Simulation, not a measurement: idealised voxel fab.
Herein follows the process module entitled voxel wiring stack.
This is section cut - it's 220 nm across, gridded in 5 nm square cells.
Think of the cross-section as a grid of square cells. We describe it in bands, top to bottom, and each band covers one or more rows of those cells.
Per band: top height and bottom height in nm, followed by the left-to-right materials and their widths in nm; "all across" marks a single material spanning edge to edge, "blank" marks empty space.
Height reference: 0 = level under which incoming wafer is all one material. Lowest band: no bottom, runs on downward, e.g. "top 0, no bottom".
The expression "30->40" gives the width at the extremes of the band, the first number at its top row of cells and the second at its bottom row, with the width changing by equal amounts from each row to the next in between.
Given "no modifications" for a step, no cell of the cross-section differs between before and after that step.
Listed in "Fully closed voids": every empty space of 8 or more cells without an open way to the top. Form: width x height at distance, the distance being from the left edge, all in nm.
Formally, on a step line, whatever follows the settings is a remark that the simulator itself makes on the step.
overlay nm: mask right of planned place by this much (step with mask). Neg. = left.
Plan:
- 1: RECEIVE, material Si
- 2: CONFORMAL_DEP, material SiO2, thk nm 10
- 3: CONFORMAL_DEP, material SiN, thk nm 5
- 4: DIRECTIONAL_DEP, material lowk, thk nm 15
- 5: MASKED_ETCH, tone open, mask id METAL_1, width nm 20, pitch nm 50, etch materials lowk, depth nm 15, overlay nm 0
- 6: MASKED_ETCH, tone open, mask id METAL_1, width nm 20, pitch nm 50, etch materials SiN, depth nm 5, overlay nm 0
- 7: CONFORMAL_DEP, material TiN, thk nm 5
- 8: FILL_DEP, material Cu, thk nm 5
- 9: CMP, height nm 30
- 10: CONFORMAL_DEP, material SiCN, thk nm 5
- 11: DIRECTIONAL_DEP, material SiO2, thk nm 10
- 12: MASKED_ETCH, tone open, mask id PLUG_1, width nm 15, pitch nm 50, etch materials SiO2, depth nm 10, overlay nm 0
- 13: MASKED_ETCH, tone open, mask id PLUG_1, width nm 15, pitch nm 50, etch materials SiCN, depth nm 5, overlay nm 0
- 14: EPI, material Ru, thk nm 10
- 15: EPI, material Ru, thk nm 5
- 16: DIRECTIONAL_DEP, material TiN, thk nm 5
- 17: DIRECTIONAL_DEP, material Ru, thk nm 20
- 18: DIRECTIONAL_DEP, material aC, thk nm 15
- 19: PATTERN, tone cover, mask id METAL_2, material resist, width nm 20, pitch nm 50, thk nm 30, overlay nm 0
- 20: DIRECTIONAL_ETCH, etch materials aC, depth nm 15
- 21: STRIP, etch materials resist
- 22: DIRECTIONAL_ETCH, etch materials Ru, depth nm 20
- 23: DIRECTIONAL_ETCH, etch materials TiN, depth nm 5
- 24: STRIP, etch materials aC
- 25: CONFORMAL_DEP, material SiN, thk nm 5
- 26: FILL_DEP, material lowk, thk nm 10
- 27: CMP, height nm 70
- 28: CONFORMAL_DEP, material SiCN, thk nm 5
- 29: DIRECTIONAL_DEP, material SiO2, thk nm 10
- 30: PATTERN, tone open, mask id PLUG_2, material resist, width nm 15, pitch nm 50, thk nm 15, overlay nm 0
- 31: DIRECTIONAL_ETCH, etch materials SiO2, depth nm 10
- 32: DIRECTIONAL_ETCH, etch materials SiCN, depth nm 5
- 33: STRIP, etch materials resist
- 34: EPI, material Ru, thk nm 10
- 35: EPI, material Ru, thk nm 5
- 36: CONFORMAL_DEP, material SiN, thk nm 5
- 37: DIRECTIONAL_DEP, material SiO2, thk nm 25
- 38: PATTERN, tone open, mask id METAL_3, material resist, width nm 20, pitch nm 50, thk nm 15, overlay nm 0
- 39: DIRECTIONAL_ETCH, etch materials SiO2, depth nm 25
- 40: DIRECTIONAL_ETCH, etch materials SiN, depth nm 5
- 41: STRIP, etch materials resist
- 42: CONFORMAL_DEP, material TiN, thk nm 5
- 43: FILL_DEP, material Ru, thk nm 5
- 44: CMP, height nm 115
- 45: CONFORMAL_DEP, material SiCN, thk nm 5
Cross-section of the wafer at receipt, which is the condition after step 1:
> top 0, no bottom  Si all across
> Fully closed voids: none
Module complete - cross-section of the first of two wafers, run according to plan:
> top 120, bottom 115  SiCN all across
> top 115, bottom 90  SiO2 (75)  TiN (5)  Ru (10)  TiN (5)  SiO2 (30)  TiN (5)  Ru (10)  TiN (5)  SiO2 (75)
> top 90, bottom 85  SiN (75)  TiN (20)  SiN (30)  TiN (20)  SiN (75)
> top 85, bottom 75  SiO2 (75)  Ru (15)  SiO2 (35)  Ru (15)  SiO2 (80)
> top 75, bottom 70  SiCN (75)  Ru (15)  SiCN (35)  Ru (15)  SiCN (80)
> top 70, bottom 50  lowk (70)  SiN (5)  Ru (20)  SiN (5)  lowk (20)  SiN (5)  Ru (20)  SiN (5)  lowk (70)
> top 50, bottom 45  SiN (75)  TiN (20)  SiN (30)  TiN (20)  SiN (75)
> top 45, bottom 35  SiO2 (75)  Ru (15)  SiO2 (35)  Ru (15)  SiO2 (80)
> top 35, bottom 30  SiCN (75)  Ru (15)  SiCN (35)  Ru (15)  SiCN (80)
> top 30, bottom 15  lowk (75)  TiN (5)  Cu (10)  TiN (5)  lowk (30)  TiN (5)  Cu (10)  TiN (5)  lowk (75)
> top 15, bottom 10  SiN (75)  TiN (20)  SiN (30)  TiN (20)  SiN (75)
> top 10, bottom 0  SiO2 all across
> top 0, no bottom  Si all across
> Fully closed voids: none
Module end: cross-section of wafer two of two. Same start and process plan as the first wafer. One mistake during execution:
> top 120, bottom 115  SiCN all across
> top 115, bottom 110  TiN (80)  Ru (10)  TiN (40)  Ru (10)  TiN (80)
> top 110, bottom 90  SiO2 (75)  TiN (5)  Ru (10)  TiN (5)  SiO2 (30)  TiN (5)  Ru (10)  TiN (5)  SiO2 (75)
> top 90, bottom 85  SiO2 (75)  TiN (20)  SiO2 (30)  TiN (20)  SiO2 (75)
> top 85, bottom 75  SiO2 (75)  Ru (15)  SiO2 (35)  Ru (15)  SiO2 (80)
> top 75, bottom 70  SiCN (75)  Ru (15)  SiCN (35)  Ru (15)  SiCN (80)
> top 70, bottom 50  lowk (70)  SiN (5)  Ru (20)  SiN (5)  lowk (20)  SiN (5)  Ru (20)  SiN (5)  lowk (70)
> top 50, bottom 45  SiN (75)  TiN (20)  SiN (30)  TiN (20)  SiN (75)
> top 45, bottom 35  SiO2 (75)  Ru (15)  SiO2 (35)  Ru (15)  SiO2 (80)
> top 35, bottom 30  SiCN (75)  Ru (15)  SiCN (35)  Ru (15)  SiCN (80)
> top 30, bottom 15  lowk (75)  TiN (5)  Cu (10)  TiN (5)  lowk (30)  TiN (5)  Cu (10)  TiN (5)  lowk (75)
> top 15, bottom 10  SiN (75)  TiN (20)  SiN (30)  TiN (20)  SiN (75)
> top 10, bottom 0  SiO2 all across
> top 0, no bottom  Si all across
> Fully closed voids: none
what went wrong: it should be noted that step 36 of the plan was omitted and was not performed
at the end the second wafer has, in cells: SiN: 36 fewer | TiN: 36 more
